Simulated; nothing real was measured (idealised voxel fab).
The following is a process module called voxel released beams.
The cross-section shown here is cut; it is 155 nm wide and divided into square cells measuring 5 nm on a side.
Bands, listed from the top down, are how a cross-section gets written in this document; the cross-section itself is a grid of square cells, and a band is one or more rows of them. First you get the band's top height and its bottom height, in nm, and then the materials it's made of, left to right, with each width in nm. If you see a single material with "throughout", that one covers the band edge to edge. "air" is empty space. Heights are measured from 0, the level below which the as-received wafer is all one material; the lowest band has no bottom and continues downward, written as in "z 0 and below". A width such as "30->40" changes by the same amount from each row of cells to the next, from the band's top row to its bottom row. It should be understood that the words "left unchanged", when stated for a given step, signify that the cross-section underwent no change in any of its cells during that step. "Enclosed void catalog" enumerates empty spaces isolated from the top, with no open way to it, that contain at least 8 cells, giving each as width x height at distance from the left edge, all three in nm. Heads up: the bit after the settings on a step's line is the simulator's remark on that step. "overlay nm" on a masked step: distance the mask lay right of its planned place, negative for left.

[The planned process steps are enumerated hereunder]
step 1: RECEIVE | material Si
step 2: CONFORMAL_DEP | material SiN | thk nm 10
step 3: DIRECTIONAL_DEP | material SiO2 | thk nm 20
step 4: PATTERN | tone open | mask id ANCHOR | material resist | width nm 45 | thk nm 20 | overlay nm 0
step 5: DIRECTIONAL_ETCH | etch materials SiO2 | depth nm 20
step 6: STRIP | etch materials resist
step 7: CONFORMAL_DEP | material TiN | thk nm 15
step 8: MASKED_ETCH | tone cover | mask id BEAM | width nm 100 | etch materials TiN | depth nm 15 | overlay nm 0
step 9: STRIP | etch materials SiO2
Wafer-to-wafer difference: width nm, step 8. Common start. Plan = first wafer's value.

[Cross-section of the first incoming wafer of several, state after step 1]
- z 0 and below = Si throughout
- Enclosed void catalog: none

[End-of-module cross-section, first of several wafers, after last step 9]
- z 45 to 30 = 25 nm air / 15 nm TiN / 15 nm air / 70 nm TiN / 30 nm air
- z 30 to 25 = 25 nm air / 15 nm TiN / 15 nm air / 15 nm TiN / 85 nm air
- z 25 to 10 = 25 nm air / 45 nm TiN / 85 nm air
- z 10 to 0 = SiN throughout
- z 0 and below = Si throughout
- Enclosed void catalog: none

[Here we cross-sectioned the last of the wafers once the module was done]
- z 45 to 30 = 15 nm air / 25 nm TiN / 15 nm air / 85 nm TiN / 15 nm air
- z 30 to 25 = 25 nm air / 15 nm TiN / 15 nm air / 15 nm TiN / 85 nm air
- z 25 to 10 = 25 nm air / 45 nm TiN / 85 nm air
- z 10 to 0 = SiN throughout
- z 0 and below = Si throughout
- Enclosed void catalog: none

[So in this table every wafer gets its own row, and what you see is where it stands at the end of the module: for each material, how many cells it picked up (+) or gave up (-) since we received it, and after that its closed voids]
width nm 100 | +62 SiN | +84 TiN | Enclosed void catalog: none
width nm 105 | +62 SiN | +87 TiN | Enclosed void catalog: none
width nm 110 | +62 SiN | +90 TiN | Enclosed void catalog: none
width nm 115 | +62 SiN | +93 TiN | Enclosed void catalog: none
width nm 120 | +62 SiN | +96 TiN | Enclosed void catalog: none
width nm 125 | +62 SiN | +99 TiN | Enclosed void catalog: none
